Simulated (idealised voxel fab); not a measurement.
Herein follows the process module entitled voxel released beams.
Cross-sectional view cut (width: 180 nm; square cell size: 5 nm).
Notation: cross-section as square-cell grid; stated in bands, top first, going down; one or more cell rows per band. Basically the band line says how high the top is and how high the bottom is, in nm, and then what's in it from left to right, every material with its width in nm. Empty space shows up as "empty", and if a single material carries "everywhere" it runs the full band edge to edge. Height datum 0, below which the as-received substrate wafer is one material. Lowest band open at the bottom, running downward: "0..down". When a width is written as two numbers, as in "30..40", the first number is the width in the top row of cells of the band and the second is the width in its bottom row, and the width changes by the same amount from each row to the next. "left unchanged" -> step changed no cross-section cell. The label "Closed void inventory" introduces a list of the empty spaces, 8 cells or larger, that have no open way up to the top; each entry in it reads width x height at distance, where the distance is taken from the left edge and all three are stated in nm. after a step's settings: what the simulator itself notes on the step. When a step includes a mask, the "overlay nm" setting on its line states how far to the right of its planned place that mask lay, and negative values state how far to the left.

These are the steps we planned for the process:
1 RECEIVE with material Si
2 CONFORMAL_DEP with material SiN, thk nm 10
3 DIRECTIONAL_DEP with material SiO2, thk nm 15
4 PATTERN with tone open, mask id ANCHOR, material resist, width nm 35, thk nm 20, overlay nm 0
5 DIRECTIONAL_ETCH with etch materials SiO2, depth nm 15
6 STRIP with etch materials resist
7 CONFORMAL_DEP with material polySi, thk nm 10
8 PATTERN with tone cover, mask id BEAM, material resist, width nm 110, thk nm 15, overlay nm 0
9 DIRECTIONAL_ETCH with etch materials polySi, depth nm 10
10 STRIP with etch materials resist
11 STRIP with etch materials SiO2

First of the two wafers, run per plan:

Incoming wafer, cross-sectional view, post step 1:
    0..down: Si everywhere
    Closed void inventory: none

Sectional view: wafer, after step 2:
    10..0: SiN everywhere
    Heights below 0 show no change.

Sectional view: wafer, after step 3:
    25..10: SiO2 everywhere
    Heights below 10 show no change.

Sectional view: wafer, after step 4:
    45..25: resist 35 nm, then empty 35 nm, then resist 110 nm
    Heights below 25 show no change.

Sectional view: wafer, after step 5:
    45..25: resist 35 nm, then empty 35 nm, then resist 110 nm
    25..10: SiO2 35 nm, then empty 35 nm, then SiO2 110 nm
    Heights below 10 show no change.

Sectional view: wafer, after step 6:
    25..10: SiO2 35 nm, then empty 35 nm, then SiO2 110 nm
    Heights below 10 show no change.

Sectional view: wafer, after step 7:
    35..25: polySi 45 nm, then empty 15 nm, then polySi 120 nm
    25..20: SiO2 35 nm, then polySi 10 nm, then empty 15 nm, then polySi 10 nm, then SiO2 110 nm
    20..10: SiO2 35 nm, then polySi 35 nm, then SiO2 110 nm
    Heights below 10 show no change.

Sectional view: wafer, after step 8:
    50..35: empty 30 nm, then resist 110 nm, then empty 40 nm
    35..25: polySi 45 nm, then resist 15 nm, then polySi 120 nm
    25..20: SiO2 35 nm, then polySi 10 nm, then resist 15 nm, then polySi 10 nm, then SiO2 110 nm
    Heights below 20 show no change.

Sectional view: wafer, after step 9:
    50..35: empty 30 nm, then resist 110 nm, then empty 40 nm
    35..25: empty 30 nm, then polySi 15 nm, then resist 15 nm, then polySi 80 nm, then empty 40 nm
    Heights below 25 show no change.

Sectional view: wafer, after step 10:
    35..25: empty 30 nm, then polySi 15 nm, then empty 15 nm, then polySi 80 nm, then empty 40 nm
    25..20: SiO2 35 nm, then polySi 10 nm, then empty 15 nm, then polySi 10 nm, then SiO2 110 nm
    Heights below 20 show no change.

Sectional view: wafer, after step 11:
    35..25: empty 30 nm, then polySi 15 nm, then empty 15 nm, then polySi 80 nm, then empty 40 nm
    25..20: empty 35 nm, then polySi 10 nm, then empty 15 nm, then polySi 10 nm, then empty 110 nm
    20..10: empty 35 nm, then polySi 35 nm, then empty 110 nm
    Heights below 10 show no change.

Regarding the second of the two wafers: it shared the first wafer's starting condition and process plan, yet one error occurred during its execution. Its history coincides with that of the first wafer up to and including step 1:

At the planned end of step 2, the second wafer in cross-section:
    15..0: SiO2 everywhere
    Heights below 0 show no change.

At the planned end of step 3, the second wafer in cross-section:
    25..15: SiN everywhere
    Heights below 15 show no change.

At the planned end of step 4, the second wafer in cross-section:
    45..25: resist 35 nm, then empty 35 nm, then resist 110 nm
    Heights below 25 show no change.

At the planned end of step 5, the second wafer in cross-section: left unchanged

At the planned end of step 6, the second wafer in cross-section:
    25..15: SiN everywhere
    Heights below 15 show no change.

At the planned end of step 7, the second wafer in cross-section:
    35..25: polySi everywhere
    Heights below 25 show no change.

At the planned end of step 8, the second wafer in cross-section:
    50..35: empty 30 nm, then resist 110 nm, then empty 40 nm
    Heights below 35 show no change.

At the planned end of step 9, the second wafer in cross-section:
    50..35: empty 30 nm, then resist 110 nm, then empty 40 nm
    35..25: empty 30 nm, then polySi 110 nm, then empty 40 nm
    Heights below 25 show no change.

At the planned end of step 10, the second wafer in cross-section:
    35..25: empty 30 nm, then polySi 110 nm, then empty 40 nm
    Heights below 25 show no change.

At the planned end of step 11, the second wafer in cross-section: left unchanged
Want to know what went wrong? steps 2 and 3 got flipped, so each one ran where the other should have
It is noted that, at the conclusion of processing, the second wafer exhibits a higher or lower cell count for certain materials relative to the first: SiO2 +108; polySi -12
